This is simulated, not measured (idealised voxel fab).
Process module under the name voxel trench capacitor
In the cross-section labelled cut, the width is 245 nm and each square cell is 5 nm.
Reading order for cross-sections: top band down to bottom band. Underlying form: a grid of square cells. Band size: one or more rows of cells. Band entry format. Leading values: height of top, height of bottom, nm. Remainder: materials in left-to-right order, each with its width in nm. Special words: "full width" on a single material, which then fills the band edge to edge; "air", empty space. The reference from which all heights are counted is 0, the level beneath which the as-received wafer is entirely one material; the lowest band, having no lower bound, proceeds downward and is written after the example "from 0 down". Width spec "30..40" -> top row of cells at first value, bottom row at second value, equal per-row change in between. Given "stayed the same" for a step, no cell of the cross-section differs between before and after that step. Each empty space that has no open way to the top and spans at least 8 cells appears under "Closed void register" as width x height at distance, the distance counted from the left edge, all in nm. Text after the settings on a step's line: the simulator's own remark on that step. "overlay nm" denotes, for a step that has a mask, the displacement of the mask to the right of its planned place, with negative values corresponding to the left.

## Planned step list for the process
1: RECEIVE,material Si
2: CONFORMAL_DEP,material SiN,thk nm 10
3: PATTERN,tone open,mask id TRENCH,material resist,width nm 25,pitch nm 55,thk nm 20,overlay nm 0
4: DIRECTIONAL_ETCH,etch materials SiN,depth nm 10
5: DIRECTIONAL_ETCH,etch materials Si,depth nm 25
6: STRIP,etch materials resist
7: CONFORMAL_DEP,material Al2O3,thk nm 5
8: CONFORMAL_DEP,material TiN,thk nm 5
9: FILL_DEP,material W,thk nm 10
10: CMP,height nm 10

## Incoming wafer in cross-section (state: after step 1)
* from 0 down = Si full width
* Closed void register: none

## Final wafer profile in cross-section after the module, from the same start and plan as above, with one mistake made during processing
* from 10 to 0 = 55 nm SiN  5 nm TiN  5 nm Al2O3  5 nm W  5 nm Al2O3  5 nm TiN  30 nm SiN  5 nm TiN  5 nm Al2O3  5 nm W  5 nm Al2O3  5 nm TiN  30 nm SiN  5 nm TiN  5 nm Al2O3  5 nm W  5 nm Al2O3  5 nm TiN  55 nm SiN
* from 0 to -15 = 55 nm Si  5 nm TiN  5 nm Al2O3  5 nm W  5 nm Al2O3  5 nm TiN  30 nm Si  5 nm TiN  5 nm Al2O3  5 nm W  5 nm Al2O3  5 nm TiN  30 nm Si  5 nm TiN  5 nm Al2O3  5 nm W  5 nm Al2O3  5 nm TiN  55 nm Si
* from -15 to -20 = 55 nm Si  5 nm TiN  15 nm Al2O3  5 nm TiN  30 nm Si  5 nm TiN  15 nm Al2O3  5 nm TiN  30 nm Si  5 nm TiN  15 nm Al2O3  5 nm TiN  55 nm Si
* from -20 to -25 = 55 nm Si  25 nm TiN  30 nm Si  25 nm TiN  30 nm Si  25 nm TiN  55 nm Si
* from -25 down = Si full width
* Closed void register: none
Deviation from plan: steps 7 and 8 of the plan were each performed in the slot designated for the other
